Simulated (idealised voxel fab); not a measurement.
The following is a process module called voxel lift off.
Xsec cut, 280 nm wide, square cell size 5 nm.
Cross-section format: a grid of square cells, given as bands from top to bottom; each band is one or more rows of cells.
In this notation a band is specified by the heights of its top and bottom, in that order and in nm, after which its materials appear from left to right, each paired with its width in nm. The word "everywhere" attached to a single material means that material fills the band from edge to edge; the word "empty" stands for empty space.
Ref level 0: as-received wafer is one material below here. Bottom band extends down with no lower bound ("from 0 down").
Think of "30..40" as a width that walks from the first number to the second as you go down the band, top row to bottom row, taking equal-sized steps from row to row.
Step note "remained unchanged" = no cross-section cell changed.
Under "Closed void catalog" you'll find the enclosed gaps, the ones with no way out to the top, that are 8 cells or bigger; each reads width x height at distance, with distance counted from the left edge, everything in nm.
Where a step's line continues beyond its settings, the continuation is a remark by the simulator itself on that step.
Regarding "overlay nm": on a step with a mask, it is the distance the mask lay to the right of its planned place; a negative value places it to the left.

PROCESS STEPS FORESEEN IN THE PLAN
1: RECEIVE, material Si
2: CONFORMAL_DEP, material SiN, thk nm 10
3: PATTERN, tone open, mask id LINES, material resist, width nm 15, pitch nm 35, thk nm 25, overlay nm 0
4: DIRECTIONAL_DEP, material Ru, thk nm 10
5: STRIP, etch materials resist
6: CONFORMAL_DEP, material SiO2, thk nm 5

THE CROSS-SECTION HERE SHOWS THE WAFER AS RECEIVED, I.E. IN ITS STATE AFTER STEP 1
	from 0 down: Si everywhere
	Closed void catalog: none

THE PLAN ABOVE WAS CARRIED OUT ON THE STARTING STRUCTURE ABOVE WITH ONE MISTAKE, AND THIS CROSS-SECTION SHOWS THE WAFER AT THE END OF THE MODULE
	from 25 to 20: empty=80, SiO2=25, empty=10, SiO2=25, empty=10, SiO2=25, empty=10, SiO2=25, empty=70
	from 20 to 15: empty=80, SiO2=5, Ru=15, SiO2=5, empty=10, SiO2=5, Ru=15, SiO2=5, empty=10, SiO2=5, Ru=15, SiO2=5, empty=10, SiO2=5, Ru=15, SiO2=5, empty=70
	from 15 to 10: SiO2=85, Ru=15, SiO2=20, Ru=15, SiO2=20, Ru=15, SiO2=20, Ru=15, SiO2=75
	from 10 to 0: SiN everywhere
	from 0 down: Si everywhere
	Closed void catalog: none
What was the processing mistake? in deviation from the planned setting, step 3 was conducted as PATTERN, tone open, mask id LINES, material resist, width nm 15, pitch nm 35, thk nm 25, overlay nm 5
